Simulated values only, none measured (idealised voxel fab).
process module | voxel capacitor over wiring
cross-section cut | 160 nm wide | cells 5 nm
A cross-section is a grid of square cells, given in bands from the top down. A band is one or more rows of cells.
Each band's line starts with the height of the band's top and of its bottom, in nm. Then come its materials from left to right, each with its width in nm. One material with "throughout" fills the band from edge to edge. "air" is empty space.
Height 0 is the level under which the wafer as received is all one material. The lowest band goes on downwards, as in "0 down".
A width such as "30 to 40" changes by the same amount from each row of cells to the next, from the band's top row to its bottom row.
"no change" after a step means that no cell of the cross-section changed.
closed voids: empty space of 8 cells or more with no open way to the top, each as width x height at its distance from the left edge, in nm
after a step's settings: what the simulator itself notes on the step
overlay nm, on a step with a mask: how far to the right of its planned place the mask lay; to the left if negative
plan
1 op RECEIVE | material Si
2 op CONFORMAL_DEP | material SiO2 | thk nm 15
3 op CONFORMAL_DEP | material SiCN | thk nm 5
4 op DIRECTIONAL_DEP | material SiO2 | thk nm 20
5 op DIRECTIONAL_DEP | material aC | thk nm 15
6 op PATTERN | tone open | mask id METAL_1 | material resist | width nm 20 | pitch nm 70 | thk nm 35 | overlay nm 0
7 op DIRECTIONAL_ETCH | etch materials aC | depth nm 15
8 op STRIP | etch materials resist
9 op DIRECTIONAL_ETCH | etch materials SiO2 | depth nm 20
10 op DIRECTIONAL_ETCH | etch materials SiCN | depth nm 5
11 op STRIP | etch materials aC
12 op CONFORMAL_DEP | material TiN | thk nm 5
13 op FILL_DEP | material Cu | thk nm 5
14 op CMP | height nm 40
15 op EPI | material Ru | thk nm 5
16 op FILL_DEP | material SiCN | thk nm 5
17 op DIRECTIONAL_DEP | material lowk | thk nm 10
18 op PATTERN | tone open | mask id PLUG_1 | material resist | width nm 15 | thk nm 20 | overlay nm 0
19 op DIRECTIONAL_ETCH | etch materials lowk | depth nm 10
20 op DIRECTIONAL_ETCH | etch materials SiCN | depth nm 5
21 op STRIP | etch materials resist
22 op CONFORMAL_DEP | material TiN | thk nm 5
23 op FILL_DEP | material W | thk nm 5
24 op CMP | height nm 60
25 op DIRECTIONAL_DEP | material TiN | thk nm 5
26 op DIRECTIONAL_DEP | material SiN | thk nm 5
27 op DIRECTIONAL_DEP | material TiN | thk nm 10
28 op DIRECTIONAL_DEP | material aC | thk nm 15
29 op PATTERN | tone cover | mask id UPPER_PLATE | material resist | width nm 55 | thk nm 35 | overlay nm 0
30 op DIRECTIONAL_ETCH | etch materials aC | depth nm 15
31 op STRIP | etch materials resist
32 op DIRECTIONAL_ETCH | etch materials TiN | depth nm 10
33 op DIRECTIONAL_ETCH | etch materials SiN | depth nm 5
34 op STRIP | etch materials aC
35 op PATTERN | tone cover | mask id LOWER_PLATE | material resist | width nm 65 | thk nm 20 | overlay nm 0
36 op DIRECTIONAL_ETCH | etch materials TiN | depth nm 5
37 op STRIP | etch materials resist
38 op FILL_DEP | material SiO2 | thk nm 15
39 op CMP | height nm 90
40 op MASKED_ETCH | tone open | mask id PLUG_2 | width nm 15 | etch materials SiO2 | depth nm 10 | overlay nm 0
41 op CONFORMAL_DEP | material TiN | thk nm 5
42 op FILL_DEP | material Cu | thk nm 10
43 op CMP | height nm 90
44 op CONFORMAL_DEP | material SiN | thk nm 5
first wafer, as planned
as received, after step 1
  0 down: Si throughout
  closed voids: none
after step 2
  15 to 0: SiO2 throughout
  below 0: unchanged
after step 3
  20 to 15: SiCN throughout
  below 15: unchanged
after step 4
  40 to 20: SiO2 throughout
  below 20: unchanged
after step 5
  55 to 40: aC throughout
  below 40: unchanged
after step 6
  90 to 55: resist 35 | air 20 | resist 50 | air 20 | resist 35
  below 55: unchanged
after step 7
  75 to 55: resist 35 | air 20 | resist 50 | air 20 | resist 35
  55 to 40: aC 35 | air 20 | aC 50 | air 20 | aC 35
  below 40: unchanged
after step 8
  55 to 40: aC 35 | air 20 | aC 50 | air 20 | aC 35
  below 40: unchanged
after step 9
  55 to 40: aC 35 | air 20 | aC 50 | air 20 | aC 35
  40 to 20: SiO2 35 | air 20 | SiO2 50 | air 20 | SiO2 35
  below 20: unchanged
after step 10
  55 to 40: aC 35 | air 20 | aC 50 | air 20 | aC 35
  40 to 20: SiO2 35 | air 20 | SiO2 50 | air 20 | SiO2 35
  20 to 15: SiCN 35 | air 20 | SiCN 50 | air 20 | SiCN 35
  below 15: unchanged
after step 11
  40 to 20: SiO2 35 | air 20 | SiO2 50 | air 20 | SiO2 35
  below 20: unchanged
after step 12
  45 to 40: TiN 40 | air 10 | TiN 60 | air 10 | TiN 40
  40 to 20: SiO2 35 | TiN 5 | air 10 | TiN 5 | SiO2 50 | TiN 5 | air 10 | TiN 5 | SiO2 35
  20 to 15: SiCN 35 | TiN 20 | SiCN 50 | TiN 20 | SiCN 35
  below 15: unchanged
after step 13
  50 to 45: Cu throughout
  45 to 40: TiN 40 | Cu 10 | TiN 60 | Cu 10 | TiN 40
  40 to 20: SiO2 35 | TiN 5 | Cu 10 | TiN 5 | SiO2 50 | TiN 5 | Cu 10 | TiN 5 | SiO2 35
  below 20: unchanged
after step 14
  40 to 20: SiO2 35 | TiN 5 | Cu 10 | TiN 5 | SiO2 50 | TiN 5 | Cu 10 | TiN 5 | SiO2 35
  below 20: unchanged
after step 15
  45 to 40: air 30 | Ru 30 | air 40 | Ru 30 | air 30
  below 40: unchanged
after step 16
  50 to 45: SiCN throughout
  45 to 40: SiCN 30 | Ru 30 | SiCN 40 | Ru 30 | SiCN 30
  below 40: unchanged
after step 17
  60 to 50: lowk throughout
  below 50: unchanged
after step 18
  80 to 60: resist 40 | air 15 | resist 105
  below 60: unchanged
after step 19
  80 to 60: resist 40 | air 15 | resist 105
  60 to 50: lowk 40 | air 15 | lowk 105
  below 50: unchanged
after step 20
  80 to 60: resist 40 | air 15 | resist 105
  60 to 50: lowk 40 | air 15 | lowk 105
  50 to 45: SiCN 40 | air 15 | SiCN 105
  below 45: unchanged
after step 21
  60 to 50: lowk 40 | air 15 | lowk 105
  below 50: unchanged
after step 22
  65 to 60: TiN 45 | air 5 | TiN 110
  60 to 50: lowk 40 | TiN 5 | air 5 | TiN 5 | lowk 105
  50 to 45: SiCN 40 | TiN 15 | SiCN 105
  below 45: unchanged
after step 23
  70 to 65: W throughout
  65 to 60: TiN 45 | W 5 | TiN 110
  60 to 50: lowk 40 | TiN 5 | W 5 | TiN 5 | lowk 105
  below 50: unchanged
after step 24
  60 to 50: lowk 40 | TiN 5 | W 5 | TiN 5 | lowk 105
  below 50: unchanged
after step 25
  65 to 60: TiN throughout
  below 60: unchanged
after step 26
  70 to 65: SiN throughout
  below 65: unchanged
after step 27
  80 to 70: TiN throughout
  below 70: unchanged
after step 28
  95 to 80: aC throughout
  below 80: unchanged
after step 29
  130 to 95: air 40 | resist 55 | air 65
  below 95: unchanged
after step 30
  115 to 95: air 40 | resist 55 | air 65
  95 to 80: air 40 | aC 55 | air 65
  below 80: unchanged
after step 31
  95 to 80: air 40 | aC 55 | air 65
  below 80: unchanged
after step 32
  95 to 80: air 40 | aC 55 | air 65
  80 to 70: air 40 | TiN 55 | air 65
  below 70: unchanged
after step 33
  95 to 80: air 40 | aC 55 | air 65
  80 to 70: air 40 | TiN 55 | air 65
  70 to 65: air 40 | SiN 55 | air 65
  below 65: unchanged
after step 34
  80 to 70: air 40 | TiN 55 | air 65
  below 70: unchanged
after step 35
  100 to 80: air 35 | resist 65 | air 60
  80 to 70: air 35 | resist 5 | TiN 55 | resist 5 | air 60
  70 to 65: air 35 | resist 5 | SiN 55 | resist 5 | air 60
  below 65: unchanged
after step 36
  100 to 80: air 35 | resist 65 | air 60
  80 to 70: air 35 | resist 5 | TiN 55 | resist 5 | air 60
  70 to 65: air 35 | resist 5 | SiN 55 | resist 5 | air 60
  65 to 60: air 35 | TiN 65 | air 60
  below 60: unchanged
after step 37
  80 to 70: air 40 | TiN 55 | air 65
  70 to 65: air 40 | SiN 55 | air 65
  below 65: unchanged
after step 38
  95 to 80: SiO2 throughout
  80 to 70: SiO2 40 | TiN 55 | SiO2 65
  70 to 65: SiO2 40 | SiN 55 | SiO2 65
  65 to 60: SiO2 35 | TiN 65 | SiO2 60
  below 60: unchanged
after step 39
  90 to 80: SiO2 throughout
  below 80: unchanged
after step 40
  90 to 80: SiO2 50 | air 15 | SiO2 95
  below 80: unchanged
after step 41
  95 to 90: TiN 55 | air 5 | TiN 100
  90 to 85: SiO2 50 | TiN 5 | air 5 | TiN 5 | SiO2 95
  85 to 80: SiO2 50 | TiN 15 | SiO2 95
  below 80: unchanged
after step 42
  105 to 95: Cu throughout
  95 to 90: TiN 55 | Cu 5 | TiN 100
  90 to 85: SiO2 50 | TiN 5 | Cu 5 | TiN 5 | SiO2 95
  below 85: unchanged
after step 43
  90 to 85: SiO2 50 | TiN 5 | Cu 5 | TiN 5 | SiO2 95
  below 85: unchanged
after step 44
  95 to 90: SiN throughout
  below 90: unchanged
second wafer: like start, like plan, one mistake. Through step 5 it matches the first wafer
when step 6 should have ended
  90 to 55: resist 40 | air 15 | resist 55 | air 15 | resist 35
  below 55: unchanged
when step 7 should have ended
  75 to 55: resist 40 | air 15 | resist 55 | air 15 | resist 35
  55 to 40: aC 40 | air 15 | aC 55 | air 15 | aC 35
  below 40: unchanged
when step 8 should have ended
  55 to 40: aC 40 | air 15 | aC 55 | air 15 | aC 35
  below 40: unchanged
when step 9 should have ended
  55 to 40: aC 40 | air 15 | aC 55 | air 15 | aC 35
  40 to 20: SiO2 40 | air 15 | SiO2 55 | air 15 | SiO2 35
  below 20: unchanged
when step 10 should have ended
  55 to 40: aC 40 | air 15 | aC 55 | air 15 | aC 35
  40 to 20: SiO2 40 | air 15 | SiO2 55 | air 15 | SiO2 35
  20 to 15: SiCN 40 | air 15 | SiCN 55 | air 15 | SiCN 35
  below 15: unchanged
when step 11 should have ended
  40 to 20: SiO2 40 | air 15 | SiO2 55 | air 15 | SiO2 35
  below 20: unchanged
when step 12 should have ended
  45 to 40: TiN 45 | air 5 | TiN 65 | air 5 | TiN 40
  40 to 20: SiO2 40 | TiN 5 | air 5 | TiN 5 | SiO2 55 | TiN 5 | air 5 | TiN 5 | SiO2 35
  20 to 15: SiCN 40 | TiN 15 | SiCN 55 | TiN 15 | SiCN 35
  below 15: unchanged
when step 13 should have ended
  50 to 45: Cu throughout
  45 to 40: TiN 45 | Cu 5 | TiN 65 | Cu 5 | TiN 40
  40 to 20: SiO2 40 | TiN 5 | Cu 5 | TiN 5 | SiO2 55 | TiN 5 | Cu 5 | TiN 5 | SiO2 35
  below 20: unchanged
when step 14 should have ended
  40 to 20: SiO2 40 | TiN 5 | Cu 5 | TiN 5 | SiO2 55 | TiN 5 | Cu 5 | TiN 5 | SiO2 35
  below 20: unchanged
when step 15 should have ended
  45 to 40: air 35 | Ru 25 | air 45 | Ru 25 | air 30
  below 40: unchanged
when step 16 should have ended
  50 to 45: SiCN throughout
  45 to 40: SiCN 35 | Ru 25 | SiCN 45 | Ru 25 | SiCN 30
  below 40: unchanged
when step 17 should have ended
  60 to 50: lowk throughout
  below 50: unchanged
when step 18 should have ended
  80 to 60: resist 40 | air 15 | resist 105
  below 60: unchanged
when step 19 should have ended
  80 to 60: resist 40 | air 15 | resist 105
  60 to 50: lowk 40 | air 15 | lowk 105
  below 50: unchanged
when step 20 should have ended
  80 to 60: resist 40 | air 15 | resist 105
  60 to 50: lowk 40 | air 15 | lowk 105
  50 to 45: SiCN 40 | air 15 | SiCN 105
  below 45: unchanged
when step 21 should have ended
  60 to 50: lowk 40 | air 15 | lowk 105
  below 50: unchanged
when step 22 should have ended
  65 to 60: TiN 45 | air 5 | TiN 110
  60 to 50: lowk 40 | TiN 5 | air 5 | TiN 5 | lowk 105
  50 to 45: SiCN 40 | TiN 15 | SiCN 105
  below 45: unchanged
when step 23 should have ended
  70 to 65: W throughout
  65 to 60: TiN 45 | W 5 | TiN 110
  60 to 50: lowk 40 | TiN 5 | W 5 | TiN 5 | lowk 105
  below 50: unchanged
when step 24 should have ended
  60 to 50: lowk 40 | TiN 5 | W 5 | TiN 5 | lowk 105
  below 50: unchanged
when step 25 should have ended
  65 to 60: TiN throughout
  below 60: unchanged
when step 26 should have ended
  70 to 65: SiN throughout
  below 65: unchanged
when step 27 should have ended
  80 to 70: TiN throughout
  below 70: unchanged
when step 28 should have ended
  95 to 80: aC throughout
  below 80: unchanged
when step 29 should have ended
  130 to 95: air 40 | resist 55 | air 65
  below 95: unchanged
when step 30 should have ended
  115 to 95: air 40 | resist 55 | air 65
  95 to 80: air 40 | aC 55 | air 65
  below 80: unchanged
when step 31 should have ended
  95 to 80: air 40 | aC 55 | air 65
  below 80: unchanged
when step 32 should have ended
  95 to 80: air 40 | aC 55 | air 65
  80 to 70: air 40 | TiN 55 | air 65
  below 70: unchanged
when step 33 should have ended
  95 to 80: air 40 | aC 55 | air 65
  80 to 70: air 40 | TiN 55 | air 65
  70 to 65: air 40 | SiN 55 | air 65
  below 65: unchanged
when step 34 should have ended
  80 to 70: air 40 | TiN 55 | air 65
  below 70: unchanged
when step 35 should have ended
  100 to 80: air 35 | resist 65 | air 60
  80 to 70: air 35 | resist 5 | TiN 55 | resist 5 | air 60
  70 to 65: air 35 | resist 5 | SiN 55 | resist 5 | air 60
  below 65: unchanged
when step 36 should have ended
  100 to 80: air 35 | resist 65 | air 60
  80 to 70: air 35 | resist 5 | TiN 55 | resist 5 | air 60
  70 to 65: air 35 | resist 5 | SiN 55 | resist 5 | air 60
  65 to 60: air 35 | TiN 65 | air 60
  below 60: unchanged
when step 37 should have ended
  80 to 70: air 40 | TiN 55 | air 65
  70 to 65: air 40 | SiN 55 | air 65
  below 65: unchanged
when step 38 should have ended
  95 to 80: SiO2 throughout
  80 to 70: SiO2 40 | TiN 55 | SiO2 65
  70 to 65: SiO2 40 | SiN 55 | SiO2 65
  65 to 60: SiO2 35 | TiN 65 | SiO2 60
  below 60: unchanged
when step 39 should have ended
  90 to 80: SiO2 throughout
  below 80: unchanged
when step 40 should have ended
  90 to 80: SiO2 50 | air 15 | SiO2 95
  below 80: unchanged
when step 41 should have ended
  95 to 90: TiN 55 | air 5 | TiN 100
  90 to 85: SiO2 50 | TiN 5 | air 5 | TiN 5 | SiO2 95
  85 to 80: SiO2 50 | TiN 15 | SiO2 95
  below 80: unchanged
when step 42 should have ended
  105 to 95: Cu throughout
  95 to 90: TiN 55 | Cu 5 | TiN 100
  90 to 85: SiO2 50 | TiN 5 | Cu 5 | TiN 5 | SiO2 95
  below 85: unchanged
when step 43 should have ended
  90 to 85: SiO2 50 | TiN 5 | Cu 5 | TiN 5 | SiO2 95
  below 85: unchanged
when step 44 should have ended
  95 to 90: SiN throughout
  below 90: unchanged
what went wrong: step 6 ran as: op PATTERN | tone open | mask id METAL_1 | material resist | width nm 15 | pitch nm 70 | thk nm 35 | overlay nm 0
at the end the second wafer has, in cells: 8 fewer of Cu | 2 fewer of Ru | 4 more of SiCN | 8 more of SiO2 | 2 fewer of TiN
